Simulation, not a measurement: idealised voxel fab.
process module | voxel released beams
cross-section cut | 205 nm wide | cells 5 nm
A cross-section is a grid of square cells, given in bands from the top down. A band is one or more rows of cells.
Each band's line starts with the height of the band's top and of its bottom, in nm. Then come its materials from left to right, each with its width in nm. One material with "throughout" fills the band from edge to edge. "air" is empty space.
Height 0 is the level under which the wafer as received is all one material. The lowest band goes on downwards, as in "0 down".
A width such as "30 to 40" changes by the same amount from each row of cells to the next, from the band's top row to its bottom row.
"no change" after a step means that no cell of the cross-section changed.
closed voids: empty space of 8 cells or more with no open way to the top, each as width x height at its distance from the left edge, in nm
after a step's settings: what the simulator itself notes on the step
overlay nm, on a step with a mask: how far to the right of its planned place the mask lay; to the left if negative
plan
1 op RECEIVE | material Si
2 op CONFORMAL_DEP | material SiN | thk nm 5
3 op DIRECTIONAL_DEP | material SiO2 | thk nm 15
4 op PATTERN | tone open | mask id ANCHOR | material resist | width nm 35 | thk nm 20 | overlay nm 0
5 op DIRECTIONAL_ETCH | etch materials SiO2 | depth nm 15
6 op STRIP | etch materials resist
7 op CONFORMAL_DEP | material TiN | thk nm 15
8 op PATTERN | tone cover | mask id BEAM | material resist | width nm 105 | thk nm 15 | overlay nm 0
9 op DIRECTIONAL_ETCH | etch materials TiN | depth nm 15
10 op STRIP | etch materials resist
11 op STRIP | etch materials SiO2
first wafer, as planned
as received, after step 1
  0 down: Si throughout
  closed voids: none
after step 2
  5 to 0: SiN throughout
  below 0: unchanged
after step 3
  20 to 5: SiO2 throughout
  below 5: unchanged
after step 4
  40 to 20: resist 50 | air 35 | resist 120
  below 20: unchanged
after step 5
  40 to 20: resist 50 | air 35 | resist 120
  20 to 5: SiO2 50 | air 35 | SiO2 120
  below 5: unchanged
after step 6
  20 to 5: SiO2 50 | air 35 | SiO2 120
  below 5: unchanged
after step 7
  35 to 20: TiN 65 | air 5 | TiN 135
  20 to 5: SiO2 50 | TiN 35 | SiO2 120
  below 5: unchanged
after step 8
  50 to 35: air 45 | resist 105 | air 55
  35 to 20: TiN 65 | resist 5 | TiN 135
  below 20: unchanged
after step 9
  50 to 35: air 45 | resist 105 | air 55
  35 to 20: air 45 | TiN 20 | resist 5 | TiN 80 | air 55
  below 20: unchanged
after step 10
  35 to 20: air 45 | TiN 20 | air 5 | TiN 80 | air 55
  below 20: unchanged
after step 11
  35 to 20: air 45 | TiN 20 | air 5 | TiN 80 | air 55
  20 to 5: air 50 | TiN 35 | air 120
  below 5: unchanged
second wafer: like start, like plan, one mistake. Through step 3 it matches the first wafer
when step 4 should have ended
  40 to 20: resist 50 | air 40 | resist 115
  below 20: unchanged
when step 5 should have ended
  40 to 20: resist 50 | air 40 | resist 115
  20 to 5: SiO2 50 | air 40 | SiO2 115
  below 5: unchanged
when step 6 should have ended
  20 to 5: SiO2 50 | air 40 | SiO2 115
  below 5: unchanged
when step 7 should have ended
  35 to 20: TiN 65 | air 10 | TiN 130
  20 to 5: SiO2 50 | TiN 40 | SiO2 115
  below 5: unchanged
when step 8 should have ended
  50 to 35: air 45 | resist 105 | air 55
  35 to 20: TiN 65 | resist 10 | TiN 130
  below 20: unchanged
when step 9 should have ended
  50 to 35: air 45 | resist 105 | air 55
  35 to 20: air 45 | TiN 20 | resist 10 | TiN 75 | air 55
  below 20: unchanged
when step 10 should have ended
  35 to 20: air 45 | TiN 20 | air 10 | TiN 75 | air 55
  below 20: unchanged
when step 11 should have ended
  35 to 20: air 45 | TiN 20 | air 10 | TiN 75 | air 55
  20 to 5: air 50 | TiN 40 | air 115
  below 5: unchanged
what went wrong: step 4 ran as: op PATTERN | tone open | mask id ANCHOR | material resist | width nm 40 | thk nm 20 | overlay nm 0
at the end the second wafer has, in cells: as many of each material as the first, in other places
